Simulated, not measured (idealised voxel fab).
process module | voxel ribs on slabs
cross-section cut | 270 nm wide | cells 5 nm
A cross-section is a grid of square cells, given in bands from the top down. A band is one or more rows of cells.
Each band's line starts with the height of the band's top and of its bottom, in nm. Then come its materials from left to right, each with its width in nm. One material with "throughout" fills the band from edge to edge. "air" is empty space.
Height 0 is the level under which the wafer as received is all one material. The lowest band goes on downwards, as in "0 down".
A width such as "30 to 40" changes by the same amount from each row of cells to the next, from the band's top row to its bottom row.
"no change" after a step means that no cell of the cross-section changed.
closed voids: empty space of 8 cells or more with no open way to the top, each as width x height at its distance from the left edge, in nm
after a step's settings: what the simulator itself notes on the step
overlay nm, on a step with a mask: how far to the right of its planned place the mask lay; to the left if negative
plan
1 op RECEIVE | material Si
2 op DIRECTIONAL_DEP | material SiO2 | thk nm 20
3 op DIRECTIONAL_DEP | material polySi | thk nm 15
4 op MASKED_ETCH | tone cover | mask id RIB | width nm 30 | etch materials polySi | depth nm 5 | overlay nm 0
5 op PATTERN | tone cover | mask id SLAB | material resist | width nm 60 | thk nm 15 | overlay nm 0
6 op DIRECTIONAL_ETCH | etch materials polySi | depth nm 10
7 op STRIP | etch materials resist
8 op FILL_DEP | material SiO2 | thk nm 20
9 op CMP | height nm 50
10 op DIRECTIONAL_DEP | material W | thk nm 5
11 op DIRECTIONAL_DEP | material aC | thk nm 10
12 op PATTERN | tone cover | mask id HEATER | material resist | width nm 30 | thk nm 25 | overlay nm 0
13 op DIRECTIONAL_ETCH | etch materials aC | depth nm 10
14 op STRIP | etch materials resist
15 op DIRECTIONAL_ETCH | etch materials W | depth nm 5
16 op STRIP | etch materials aC
17 op CONFORMAL_DEP | material SiO2 | thk nm 5
varied across the wafers: width nm of step 12. The plan shows the first wafer's value. All wafers start alike
first wafer as received, after step 1
  0 down: Si throughout
  closed voids: none
each wafer at the end: cells of each material gained (+) or lost (-) since it was received, then its closed voids
width nm 30 | +566 SiO2 | +6 W | +30 polySi | closed voids: none
width nm 35 | +566 SiO2 | +7 W | +30 polySi | closed voids: none
width nm 40 | +566 SiO2 | +8 W | +30 polySi | closed voids: none
width nm 45 | +566 SiO2 | +9 W | +30 polySi | closed voids: none
width nm 50 | +566 SiO2 | +10 W | +30 polySi | closed voids: none
width nm 55 | +566 SiO2 | +11 W | +30 polySi | closed voids: none
